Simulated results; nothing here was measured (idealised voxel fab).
Proc. module: voxel self aligned vias
Square cells of 5 nm make up the cross-section cut, whose width is 175 nm.
When this document writes out a cross-section, it uses a grid of square cells and lists it as bands, beginning at the top and moving down, with a band standing for one or more rows of cells.
This entry defines a band. It first specifies the height of the band's top and the height of its bottom in nm, and then specifies the band's materials from left to right, stating each material with its width in nm. The word "full width" identifies a single material that fills the band from edge to edge, while the word "empty" identifies empty space.
Heights from 0 (as-received wafer is one material below). Bottom band endless downward, as "0 down".
You'd read "30..40" like this: the band's top row of cells is as wide as the first number, its bottom row is as wide as the second, and going down, every row changes width by the same amount as the row before did.
Step note "everything unchanged" = no cross-section cell changed.
This entry, "Enclosed void inventory", enumerates those empty regions of no fewer than 8 cells that possess no open connection to the top. Each region is reported in the form width x height at distance, the distance being taken from the left edge, with all three quantities expressed in nm.
On each step's line, the part that comes after the settings is the simulator's own comment on the step.
overlay nm: on a step with a mask, how far right of its planned place the mask lay; negative means left.
**Process steps - plan**
1) RECEIVE [material Si]
2) CONFORMAL_DEP [material SiO2] [thk nm 15]
3) CONFORMAL_DEP [material SiCN] [thk nm 5]
4) DIRECTIONAL_DEP [material SiO2] [thk nm 20]
5) DIRECTIONAL_DEP [material aC] [thk nm 15]
6) PATTERN [tone open] [mask id LINES] [material resist] [width nm 30] [pitch nm 70] [thk nm 35] [overlay nm 0]
7) DIRECTIONAL_ETCH [etch materials aC] [depth nm 15]
8) STRIP [etch materials resist]
9) DIRECTIONAL_ETCH [etch materials SiO2] [depth nm 20]
10) STRIP [etch materials aC]
11) CONFORMAL_DEP [material TiN] [thk nm 5]
12) FILL_DEP [material Ru] [thk nm 10]
13) CMP [height nm 40]
14) SELECTIVE_ETCH [etch materials W Ru TiN] [depth nm 10]
15) FILL_DEP [material SiN] [thk nm 5]
16) CMP [height nm 40]
17) DIRECTIONAL_DEP [material SiO2] [thk nm 15]
18) DIRECTIONAL_DEP [material aC] [thk nm 10]
19) PATTERN [tone open] [mask id VIAS] [material resist] [width nm 50] [thk nm 30] [overlay nm -10]
20) DIRECTIONAL_ETCH [etch materials aC] [depth nm 10]
21) STRIP [etch materials resist]
22) DIRECTIONAL_ETCH [etch materials SiO2] [depth nm 15]
23) DIRECTIONAL_ETCH [etch materials SiN] [depth nm 10]
24) STRIP [etch materials aC]
25) CONFORMAL_DEP [material TiN] [thk nm 5]
26) FILL_DEP [material W] [thk nm 10]
27) CMP [height nm 55]
28) CONFORMAL_DEP [material SiN] [thk nm 5]
The overlay nm used in step 19 is not the same on every wafer, whereas the starting condition is; the value printed in the plan is the first wafer's.
**Cross-section, first of several wafers, as delivered after step 1**
  0 down  Si full width
  Enclosed void inventory: none
**Every row in this table is a wafer at the end of the module, and it gives, for each of the materials, the cells that wafer has gained (+) or lost (-) since it was received, then its closed voids**
overlay nm -10, +8 Ru, +35 SiCN, +47 SiN, +272 SiO2, +34 TiN, +24 W, Enclosed void inventory: none
overlay nm -5, +8 Ru, +35 SiCN, +47 SiN, +272 SiO2, +34 TiN, +24 W, Enclosed void inventory: none
overlay nm 0, +8 Ru, +35 SiCN, +47 SiN, +272 SiO2, +34 TiN, +24 W, Enclosed void inventory: none
overlay nm 5, +8 Ru, +35 SiCN, +47 SiN, +272 SiO2, +34 TiN, +24 W, Enclosed void inventory: none
overlay nm 10, +8 Ru, +35 SiCN, +47 SiN, +272 SiO2, +34 TiN, +24 W, Enclosed void inventory: none
overlay nm 15, +8 Ru, +35 SiCN, +49 SiN, +272 SiO2, +34 TiN, +22 W, Enclosed void inventory: none
